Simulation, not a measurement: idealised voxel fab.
This section sets out a process module, namely voxel fin reveal.
This is section cut - it's 280 nm across, gridded in 5 nm square cells.
When this document writes out a cross-section, it uses a grid of square cells and lists it as bands, beginning at the top and moving down, with a band standing for one or more rows of cells. Read a band's entry like this: the first values are the height of its top and the height of its bottom in nm, and what follows is the sequence of materials from left to right, each with its width in nm. Note that "blank" is empty space, and that a single material marked "all across" reaches across the band from edge to edge. Zero point of the height axis is 0; under it, received wafer = one material. Lowest band: continues down indefinitely, "0 -> down". The notation "30..40" denotes a width that varies across the rows of cells in the band, beginning at the first number in the top row, finishing at the second number in the bottom row, and changing by an identical amount from each row to the next. "changes: none" (step): cross-section cells unchanged, all of them. Empty spaces counting at least 8 cells and having no open way to the top are listed in "Unvented internal voids". The notation width x height at distance is used for each, the distance being from the left edge and all three values in nm. What comes after the settings on a step's line is commentary from the simulator itself on that step. For masked steps, "overlay nm" on the step line gives how far right of plan the mask actually lay; a minus sign means it lay to the left.

## Planned step list for the process
1) RECEIVE: material Si
2) CONFORMAL_DEP: material SiN, thk nm 5
3) MASKED_ETCH: tone cover, mask id FINS, width nm 15, pitch nm 40, etch materials SiN, depth nm 5, overlay nm 0
4) MASKED_ETCH: tone cover, mask id FINS, width nm 15, pitch nm 40, etch materials Si, depth nm 35, overlay nm 0
5) OXIDIZE: depth nm 5
6) FILL_DEP: material SiO2, thk nm 15
7) CMP: height nm 5
8) SELECTIVE_ETCH: etch materials SiO2, depth nm 30
9) STRIP: etch materials SiN

## The first wafer of two, processed as planned

## As-received state of the wafer in cross-section, equivalent to post-step 1
> 0 -> down | Si all across
> Unvented internal voids: none

## Wafer after step 2 (cross-section)
> 5 -> 0 | SiN all across
> Everything under 0 stays put, no change at all.

## Wafer after step 3 (cross-section)
> 5 -> 0 | blank: 90, then SiN: 15, then blank: 25, then SiN: 15, then blank: 25, then SiN: 15, then blank: 95
> Everything under 0 stays put, no change at all.

## Wafer after step 4 (cross-section)
> 5 -> 0 | blank: 90, then SiN: 15, then blank: 25, then SiN: 15, then blank: 25, then SiN: 15, then blank: 95
> 0 -> -35 | blank: 90, then Si: 15, then blank: 25, then Si: 15, then blank: 25, then Si: 15, then blank: 95
> Everything under -35 stays put, no change at all.

## Wafer after step 5 (cross-section)
> 5 -> 0 | blank: 90, then SiN: 15, then blank: 25, then SiN: 15, then blank: 25, then SiN: 15, then blank: 95
> 0 -> -35 | blank: 90, then SiO2: 5, then Si: 5, then SiO2: 5, then blank: 25, then SiO2: 5, then Si: 5, then SiO2: 5, then blank: 25, then SiO2: 5, then Si: 5, then SiO2: 5, then blank: 95
> -35 -> -40 | SiO2: 95, then Si: 5, then SiO2: 35, then Si: 5, then SiO2: 35, then Si: 5, then SiO2: 100
> Everything under -40 stays put, no change at all.

## Wafer after step 6 (cross-section)
> 20 -> 5 | SiO2 all across
> 5 -> 0 | SiO2: 90, then SiN: 15, then SiO2: 25, then SiN: 15, then SiO2: 25, then SiN: 15, then SiO2: 95
> 0 -> -40 | SiO2: 95, then Si: 5, then SiO2: 35, then Si: 5, then SiO2: 35, then Si: 5, then SiO2: 100
> Everything under -40 stays put, no change at all.

## Wafer after step 7 (cross-section)
> 5 -> 0 | SiO2: 90, then SiN: 15, then SiO2: 25, then SiN: 15, then SiO2: 25, then SiN: 15, then SiO2: 95
> Everything under 0 stays put, no change at all.

## Wafer after step 8 (cross-section)
> 5 -> 0 | blank: 90, then SiN: 15, then blank: 25, then SiN: 15, then blank: 25, then SiN: 15, then blank: 95
> 0 -> -25 | blank: 95, then Si: 5, then blank: 35, then Si: 5, then blank: 35, then Si: 5, then blank: 100
> Everything under -25 stays put, no change at all.

## Wafer after step 9 (cross-section)
> 0 -> -25 | blank: 95, then Si: 5, then blank: 35, then Si: 5, then blank: 35, then Si: 5, then blank: 100
> Everything under -25 stays put, no change at all.

## The second wafer was prepared from the same starting point and under the same plan as the first; its processing contained one mistake, and it remains indistinguishable from the first wafer up to and including step 8

## What the second wafer looks like in cross-section when step 9 should have wrapped up
> 5 -> 0 | blank: 90, then SiN: 15, then blank: 25, then SiN: 15, then blank: 25, then SiN: 15, then blank: 95
> 0 -> -40 | blank: 95, then Si: 5, then blank: 35, then Si: 5, then blank: 35, then Si: 5, then blank: 100
> Everything under -40 stays put, no change at all.
Processing error: note that step 9 departed from the planned setting and was carried out as STRIP: etch materials SiO2
Wrapping up, a cell-based count of both wafers puts the second over or under the first for these materials: SiN +9 | SiO2 -159
